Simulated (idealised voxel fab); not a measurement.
The following process module bears the name voxel self aligned vias.
For reference, the cross-section in this document is cut, with width 225 nm and square cells of 5 nm.
This document writes a cross-section as a grid whose cells are square, and gives it as bands, listed from the top down; one or more rows of cells form a band. Top, bottom (nm), then materials left to right with widths (nm); lone material tagged "everywhere" fills the whole band edge to edge; "blank" = empty space. Basically, 0 is our baseline, since under it the wafer straight out of the box is all one material. The bottom band has no lower end and keeps on going down, so it looks like "0 down". With a width like "30->40", each row of cells in the band differs from the next by the same amount, the top row carrying the first number and the bottom row the second. A step reported as "nothing got changed" is a step in which no cell of the cross-section changed. So "Enclosed empty spaces" is basically the list of trapped voids: any empty space of 8 cells or more that can't reach the top through an opening. They're written width x height at distance, the distance being from the left edge, and it's all nm. Post-settings text on a step line: simulator's own remark regarding the step. "overlay nm" denotes, for a step that has a mask, the displacement of the mask to the right of its planned place, with negative values corresponding to the left.

[Below is the list of planned process steps]
| 1 | op RECEIVE | material Si |
| 2 | op CONFORMAL_DEP | material SiO2 | thk nm 10 |
| 3 | op CONFORMAL_DEP | material SiCN | thk nm 5 |
| 4 | op DIRECTIONAL_DEP | material lowk | thk nm 30 |
| 5 | op MASKED_ETCH | tone open | mask id LINES | width nm 30 | pitch nm 70 | etch materials lowk | depth nm 30 | overlay nm 0 |
| 6 | op CONFORMAL_DEP | material TiN | thk nm 5 |
| 7 | op FILL_DEP | material W | thk nm 10 |
| 8 | op CMP | height nm 45 |
| 9 | op SELECTIVE_ETCH | etch materials W Ru TiN | depth nm 10 |
| 10 | op FILL_DEP | material SiN | thk nm 10 |
| 11 | op CMP | height nm 45 |
| 12 | op DIRECTIONAL_DEP | material lowk | thk nm 15 |
| 13 | op MASKED_ETCH | tone open | mask id VIAS | width nm 40 | pitch nm 70 | etch materials lowk | depth nm 15 | overlay nm 0 |
| 14 | op MASKED_ETCH | tone open | mask id VIAS | width nm 40 | pitch nm 70 | etch materials SiN | depth nm 10 | overlay nm 0 |
| 15 | op CONFORMAL_DEP | material TiN | thk nm 5 |
| 16 | op FILL_DEP | material W | thk nm 5 |
| 17 | op CMP | height nm 60 |
| 18 | op CONFORMAL_DEP | material SiCN | thk nm 5 |
Across this set of wafers, the varied parameter is the thk nm of step 15. Starting conditions are identical for every wafer, and the plan reports the value assigned to the first wafer.

[Cross-section of the first of several wafers as received (after step 1)]
    0 down: Si everywhere
    Enclosed empty spaces: none

[Depicted here is the first of several wafers in cross-section, at module completion following the last step, step 18]
    65 to 60: SiCN everywhere
    60 to 50: lowk 55, then TiN 5, then W 30, then TiN 5, then lowk 30, then TiN 5, then W 30, then TiN 5, then lowk 60
    50 to 40: lowk 55->60, then TiN 10->5, then W 20, then TiN 10->5, then lowk 30->40, then TiN 10->5, then W 20, then TiN 10->5, then lowk 60->65
    40 to 35: lowk 60, then TiN 30, then lowk 40, then TiN 30, then lowk 65
    35 to 20: lowk 60, then TiN 5, then W 20, then TiN 5, then lowk 40, then TiN 5, then W 20, then TiN 5, then lowk 65
    20 to 15: lowk 60, then TiN 30, then lowk 40, then TiN 30, then lowk 65
    15 to 10: SiCN everywhere
    10 to 0: SiO2 everywhere
    0 down: Si everywhere
    Enclosed empty spaces: none

[End of module, last wafer sectioned]
    65 to 60: SiCN everywhere
    60 to 45: lowk 55, then TiN 40, then lowk 30, then TiN 40, then lowk 60
    45 to 35: lowk 60, then TiN 30, then lowk 40, then TiN 30, then lowk 65
    35 to 20: lowk 60, then TiN 5, then W 20, then TiN 5, then lowk 40, then TiN 5, then W 20, then TiN 5, then lowk 65
    20 to 15: lowk 60, then TiN 30, then lowk 40, then TiN 30, then lowk 65
    15 to 10: SiCN everywhere
    10 to 0: SiO2 everywhere
    0 down: Si everywhere
    Enclosed empty spaces: none

[Every row in this table is a wafer at the end of the module, and it gives, for each of the materials, the cells that wafer has gained (+) or lost (-) since it was received, then its closed voids]
thk nm 5; +90 SiCN; +90 SiO2; +56 TiN; +64 W; +285 lowk; Enclosed empty spaces: none
thk nm 10; +90 SiCN; +90 SiO2; +80 TiN; +40 W; +285 lowk; Enclosed empty spaces: none
thk nm 15; +90 SiCN; +90 SiO2; +96 TiN; +24 W; +285 lowk; Enclosed empty spaces: none
thk nm 20; +90 SiCN; +90 SiO2; +96 TiN; +24 W; +285 lowk; Enclosed empty spaces: none
